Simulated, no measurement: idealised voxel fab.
process module | voxel double patterning
cross-section cut | 165 nm wide | cells 5 nm
A cross-section is a grid of square cells, given in bands from the top down. A band is one or more rows of cells.
Each band's line starts with the height of the band's top and of its bottom, in nm. Then come its materials from left to right, each with its width in nm. One material with "throughout" fills the band from edge to edge. "air" is empty space.
Height 0 is the level under which the wafer as received is all one material. The lowest band goes on downwards, as in "0 down".
A width such as "30 to 40" changes by the same amount from each row of cells to the next, from the band's top row to its bottom row.
"no change" after a step means that no cell of the cross-section changed.
closed voids: empty space of 8 cells or more with no open way to the top, each as width x height at its distance from the left edge, in nm
after a step's settings: what the simulator itself notes on the step
overlay nm, on a step with a mask: how far to the right of its planned place the mask lay; to the left if negative
plan
1 op RECEIVE | material Si
2 op CONFORMAL_DEP | material SiO2 | thk nm 5
3 op DIRECTIONAL_DEP | material TiN | thk nm 10
4 op DIRECTIONAL_DEP | material SiCN | thk nm 5
5 op MASKED_ETCH | tone open | mask id FIRST | width nm 15 | pitch nm 50 | etch materials SiCN | depth nm 5 | overlay nm 0
6 op MASKED_ETCH | tone open | mask id SECOND | width nm 15 | pitch nm 50 | etch materials SiCN | depth nm 5 | overlay nm 0
7 op DIRECTIONAL_ETCH | etch materials TiN | depth nm 10
8 op STRIP | etch materials SiCN
as received, after step 1
  0 down: Si throughout
  closed voids: none
a wafer at the end: this start, this plan, one mistake
  20 to 15: SiCN 25 | air 15 | SiCN 10 | air 15 | SiCN 10 | air 15 | SiCN 10 | air 15 | SiCN 10 | air 15 | SiCN 25
  15 to 5: TiN 25 | air 15 | TiN 10 | air 15 | TiN 10 | air 15 | TiN 10 | air 15 | TiN 10 | air 15 | TiN 25
  5 to 0: SiO2 throughout
  0 down: Si throughout
  closed voids: none
what went wrong: step 8 was left out
